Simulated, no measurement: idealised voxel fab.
The document below concerns the process module designated voxel double patterning.
Shown is cross-section cut, with a width of 280 nm and square cells of size 5 nm.
Notation: cross-section as square-cell grid; stated in bands, top first, going down; one or more cell rows per band. Per band: top height and bottom height in nm, followed by the left-to-right materials and their widths in nm; "everywhere" marks a single material spanning edge to edge, "blank" marks empty space. Heads up on the height convention: 0 is the point under which the incoming wafer is all one material, and the lowest band has no bottom, it just keeps going down, like "z 0 and below". When a width is written as two numbers, as in "30..40", the first number is the width in the top row of cells of the band and the second is the width in its bottom row, and the width changes by the same amount from each row to the next. You'll sometimes find "nothing different" written for a step, and that's the way of saying that nowhere in the cross-section did a cell change during that step. "Fully enclosed voids": empty spaces of 8 cells or more with no open way to the top, each given as width x height at distance, distance from the left edge, all in nm. Read whatever lies past the settings on a step's line as the simulator's own remark about the step. For masked steps, "overlay nm" on the step line gives how far right of plan the mask actually lay; a minus sign means it lay to the left.

-- Here's what the planned process steps look like
1) RECEIVE,material Si
2) CONFORMAL_DEP,material SiO2,thk nm 5
3) DIRECTIONAL_DEP,material W,thk nm 10
4) DIRECTIONAL_DEP,material SiN,thk nm 10
5) MASKED_ETCH,tone open,mask id FIRST,width nm 15,pitch nm 50,etch materials SiN,depth nm 10,overlay nm 0
6) PATTERN,tone open,mask id SECOND,material resist,width nm 15,pitch nm 50,thk nm 15,overlay nm 0
7) DIRECTIONAL_ETCH,etch materials SiN,depth nm 10
8) STRIP,etch materials resist
9) DIRECTIONAL_ETCH,etch materials W,depth nm 10
10) STRIP,etch materials SiN

-- Delivered wafer in cross-section: state after step 1
  z 0 and below | Si everywhere
  Fully enclosed voids: none

-- Cross-section taken at module completion on the first of two wafers; processed per the plan
  z 15 to 5 | 80 nm W  15 nm blank  10 nm W  15 nm blank  10 nm W  15 nm blank  10 nm W  15 nm blank  10 nm W  15 nm blank  85 nm W
  z 5 to 0 | SiO2 everywhere
  z 0 and below | Si everywhere
  Fully enclosed voids: none

-- Cross-section of the latter of the two wafers at module completion. It had an identical start and an identical plan to the former; in running it, one mistake was made
  z 25 to 15 | 80 nm W  15 nm blank  10 nm W  15 nm blank  10 nm W  15 nm blank  10 nm W  15 nm blank  10 nm W  15 nm blank  85 nm W
  z 15 to 0 | SiO2 everywhere
  z 0 and below | Si everywhere
  Fully enclosed voids: none
Run error: contrary to plan, step 2 was performed as CONFORMAL_DEP,material SiO2,thk nm 15
At the finish, the second wafer shows more or fewer cells for some materials than the first does: SiO2: 112 more
